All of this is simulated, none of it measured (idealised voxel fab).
Name of the process module below: voxel self aligned contacts
In the cross-section labelled cut, the width is 235 nm and each square cell is 5 nm.
Cross-section spec: square-cell grid; bands listed top down; each band is one or more rows.
Per band: top height and bottom height in nm, followed by the left-to-right materials and their widths in nm; "everywhere" marks a single material spanning edge to edge, "blank" marks empty space.
Height reference: 0 = level under which incoming wafer is all one material. Lowest band: no bottom, runs on downward, e.g. "0..down".
Top row gets the first number, bottom row gets the second, and each row in between changes by the same step: that is how a band width like "30->40" works.
A step reported as "same as before" is a step in which no cell of the cross-section changed.
Closed empty spaces (no open way to the top) of 8 cells or more are what "Sealed void list" lists, each as width x height at distance from the left edge, nm for all three.
On a step's line, text after the settings is the simulator commenting on that step.
Each step line may optionally specify "overlay nm", which for a step with a mask gives the rightward distance between the mask's planned place and where it lay, a negative value indicating the leftward direction.
THE PLANNED PROCESS STEPS ARE ENUMERATED HEREUNDER
step 1: RECEIVE,material Si
step 2: CONFORMAL_DEP,material SiO2,thk nm 5
step 3: DIRECTIONAL_DEP,material polySi,thk nm 20
step 4: DIRECTIONAL_DEP,material SiN,thk nm 25
step 5: MASKED_ETCH,tone cover,mask id GATE,width nm 25,pitch nm 65,etch materials SiN,depth nm 25,overlay nm 0
step 6: MASKED_ETCH,tone cover,mask id GATE,width nm 25,pitch nm 65,etch materials polySi,depth nm 20,overlay nm 0
step 7: CONFORMAL_DEP,material SiN,thk nm 10
step 8: DIRECTIONAL_ETCH,etch materials SiN,depth nm 5
step 9: FILL_DEP,material SiO2,thk nm 15
step 10: CMP,height nm 60
step 11: PATTERN,tone open,mask id CONTACT,material resist,width nm 50,pitch nm 65,thk nm 20,overlay nm 0
step 12: DIRECTIONAL_ETCH,etch materials SiO2,depth nm 60
step 13: STRIP,etch materials resist
step 14: CONFORMAL_DEP,material TiN,thk nm 5
step 15: FILL_DEP,material Ru,thk nm 10
step 16: CMP,height nm 60
step 17: CONFORMAL_DEP,material SiCN,thk nm 5
What sets these wafers apart? The depth nm at step 8. They all start alike, and the plan carries the first wafer's value.
THE AS-RECEIVED CROSS-SECTION OF THE FIRST OF SEVERAL WAFERS CORRESPONDS TO THE STATE AFTER STEP 1
	0..down  Si everywhere
	Sealed void list: none
HERE'S THE FIRST OF SEVERAL WAFERS IN CROSS-SECTION, END OF THE MODULE, AFTER THE LAST STEP, STEP 17
	65..60  SiCN everywhere
	60..55  SiO2 (60), then TiN (20), then Ru (10), then TiN (20), then SiO2 (15), then TiN (20), then Ru (10), then TiN (20), then SiO2 (60)
	55..25  SiO2 (30), then SiN (45), then TiN (5), then Ru (10), then TiN (5), then SiN (45), then TiN (5), then Ru (10), then TiN (5), then SiN (45), then SiO2 (30)
	25..15  SiO2 (30), then SiN (10), then polySi (25), then SiN (10), then TiN (5), then Ru (10), then TiN (5), then SiN (10), then polySi (25), then SiN (10), then TiN (5), then Ru (10), then TiN (5), then SiN (10), then polySi (25), then SiN (10), then SiO2 (30)
	15..10  SiO2 (30), then SiN (10), then polySi (25), then SiN (10), then TiN (20), then SiN (10), then polySi (25), then SiN (10), then TiN (20), then SiN (10), then polySi (25), then SiN (10), then SiO2 (30)
	10..5  SiN (40), then polySi (25), then SiN (40), then polySi (25), then SiN (40), then polySi (25), then SiN (40)
	5..0  SiO2 everywhere
	0..down  Si everywhere
	Sealed void list: none
LAST WAFER, END OF MODULE, CROSS-SECTION
	65..60  SiCN everywhere
	60..50  SiO2 (60), then TiN (5), then Ru (40), then TiN (5), then SiO2 (15), then TiN (5), then Ru (40), then TiN (5), then SiO2 (60)
	50..45  SiO2 (60), then TiN (20), then Ru (10), then TiN (20), then SiO2 (15), then TiN (20), then Ru (10), then TiN (20), then SiO2 (60)
	45..25  SiO2 (30), then SiN (45), then TiN (5), then Ru (10), then TiN (5), then SiN (45), then TiN (5), then Ru (10), then TiN (5), then SiN (45), then SiO2 (30)
	25..5  SiO2 (30), then SiN (10), then polySi (25), then SiN (10), then TiN (5), then Ru (10), then TiN (5), then SiN (10), then polySi (25), then SiN (10), then TiN (5), then Ru (10), then TiN (5), then SiN (10), then polySi (25), then SiN (10), then SiO2 (30)
	5..0  SiO2 (75), then TiN (20), then SiO2 (45), then TiN (20), then SiO2 (75)
	0..down  Si everywhere
	Sealed void list: none
BELOW: A ROW PER WAFER. CONTENTS AT END OF MODULE: FOR EVERY MATERIAL, CELLS GAINED SINCE RECEIPT (+) OR LOST SINCE RECEIPT (-); THEN CLOSED VOIDS
depth nm 5, +36 Ru, +47 SiCN, +230 SiN, +182 SiO2, +56 TiN, +60 polySi, Sealed void list: none
depth nm 10, +56 Ru, +47 SiCN, +183 SiN, +201 SiO2, +64 TiN, +60 polySi, Sealed void list: none
depth nm 15, +68 Ru, +47 SiCN, +156 SiN, +216 SiO2, +64 TiN, +60 polySi, Sealed void list: none
